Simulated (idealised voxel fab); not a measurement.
A process module follows: voxel capacitor over wiring.
Pictured: cross-section cut, 155 nm wide, on a grid of 5 nm square cells.
For the purposes of this document, a cross-section shall be understood as a grid of square cells, specified as bands listed in top-to-bottom order, each band consisting of one or more rows of cells. Each band's line starts with the height of the band's top and of its bottom, in nm. Then come its materials from left to right, each with its width in nm. One material with "everywhere" fills the band from edge to edge. "empty" is empty space. We count height from 0. Below that, the starting wafer is all one material. The lowest band never ends at the bottom but goes on down; see "0 nm and below" for how that is written. The two numbers in a width such as "30->40" mark its ends across the band: the first belongs to the top row of cells, the second to the bottom row, and from each row to the next the width moves by the same amount. It should be understood that the words "nothing was modified", when stated for a given step, signify that the cross-section underwent no change in any of its cells during that step. The list in "Enclosed void listing" covers empty spaces of 8 cells or more that cannot reach the top through any open way, and it gives each as width x height at distance; the distance is from the left edge, and width, height and distance are in nm. Heads up: the bit after the settings on a step's line is the simulator's remark on that step. The setting "overlay nm" may be written on the line of a step. When the step uses a mask, the value reports how far to the right of the planned place the mask lay, and a negative value reports that it lay to the left.

Planned step list for the process:
step 1: RECEIVE with material Si
step 2: CONFORMAL_DEP with material SiO2, thk nm 15
step 3: DIRECTIONAL_DEP with material TiN, thk nm 5
step 4: DIRECTIONAL_DEP with material Ru, thk nm 15
step 5: MASKED_ETCH with tone cover, mask id METAL_1, width nm 25, pitch nm 85, etch materials Ru, depth nm 15, overlay nm 0
step 6: MASKED_ETCH with tone cover, mask id METAL_1, width nm 25, pitch nm 85, etch materials TiN, depth nm 5, overlay nm 0
step 7: CONFORMAL_DEP with material SiN, thk nm 5
step 8: FILL_DEP with material SiO2, thk nm 5
step 9: CMP with height nm 35
step 10: CONFORMAL_DEP with material SiCN, thk nm 5
step 11: DIRECTIONAL_DEP with material lowk, thk nm 20
step 12: MASKED_ETCH with tone open, mask id PLUG_1, width nm 15, etch materials lowk, depth nm 20, overlay nm 0
step 13: MASKED_ETCH with tone open, mask id PLUG_1, width nm 15, etch materials SiCN, depth nm 5, overlay nm 0
step 14: EPI with material Ru, thk nm 10
step 15: EPI with material Ru, thk nm 10
step 16: EPI with material Ru, thk nm 5
step 17: DIRECTIONAL_DEP with material TiN, thk nm 5
step 18: DIRECTIONAL_DEP with material SiN, thk nm 5
step 19: DIRECTIONAL_DEP with material TiN, thk nm 5
step 20: MASKED_ETCH with tone cover, mask id UPPER_PLATE, width nm 65, etch materials TiN, depth nm 5, overlay nm 0
step 21: MASKED_ETCH with tone cover, mask id UPPER_PLATE, width nm 65, etch materials SiN, depth nm 5, overlay nm 0
step 22: PATTERN with tone cover, mask id LOWER_PLATE, material resist, width nm 75, thk nm 20, overlay nm 0
step 23: DIRECTIONAL_ETCH with etch materials TiN, depth nm 5
step 24: STRIP with etch materials resist
step 25: FILL_DEP with material SiO2, thk nm 20
step 26: CMP with height nm 90
step 27: PATTERN with tone open, mask id PLUG_2, material resist, width nm 15, thk nm 20, overlay nm 0
step 28: DIRECTIONAL_ETCH with etch materials SiO2, depth nm 15
step 29: STRIP with etch materials resist
step 30: CONFORMAL_DEP with material TiN, thk nm 5
step 31: FILL_DEP with material W, thk nm 10
step 32: CMP with height nm 90
step 33: CONFORMAL_DEP with material SiN, thk nm 5

As received (post step 1): cross-section:
	0 nm and below | Si everywhere
	Enclosed void listing: none

This is how the wafer looks in cross-section once the module is done, given the starting state and plan above and one mistake in carrying the plan out:
	95 nm to 90 nm | SiN everywhere
	90 nm to 80 nm | 40 of SiO2, then 5 of TiN, then 5 of W, then 5 of TiN, then 100 of SiO2
	80 nm to 70 nm | 40->30 of SiO2, then 15->20 of TiN, then 100->105 of SiO2
	70 nm to 65 nm | 30 of SiO2, then 20 of SiN, then 45 of TiN, then 60 of SiO2
	65 nm to 60 nm | 25 of SiO2, then 25 of TiN, then 45 of SiN, then 60 of SiO2
	60 nm to 55 nm | 25 of SiO2, then 25 of Ru, then 50 of TiN, then 55 of SiO2
	55 nm to 40 nm | 30 of lowk, then 15 of Ru, then 110 of lowk
	40 nm to 35 nm | 30 of SiCN, then 15 of Ru, then 110 of SiCN
	35 nm to 20 nm | 15 of SiO2, then 5 of SiN, then 25 of Ru, then 5 of SiN, then 50 of SiO2, then 5 of SiN, then 25 of Ru, then 5 of SiN, then 20 of SiO2
	20 nm to 15 nm | 20 of SiN, then 25 of TiN, then 60 of SiN, then 25 of TiN, then 25 of SiN
	15 nm to 0 nm | SiO2 everywhere
	0 nm and below | Si everywhere
	Enclosed void listing: none
What went wrong in running the wafer? step 11 deviated from plan and actually ran as DIRECTIONAL_DEP with material lowk, thk nm 15
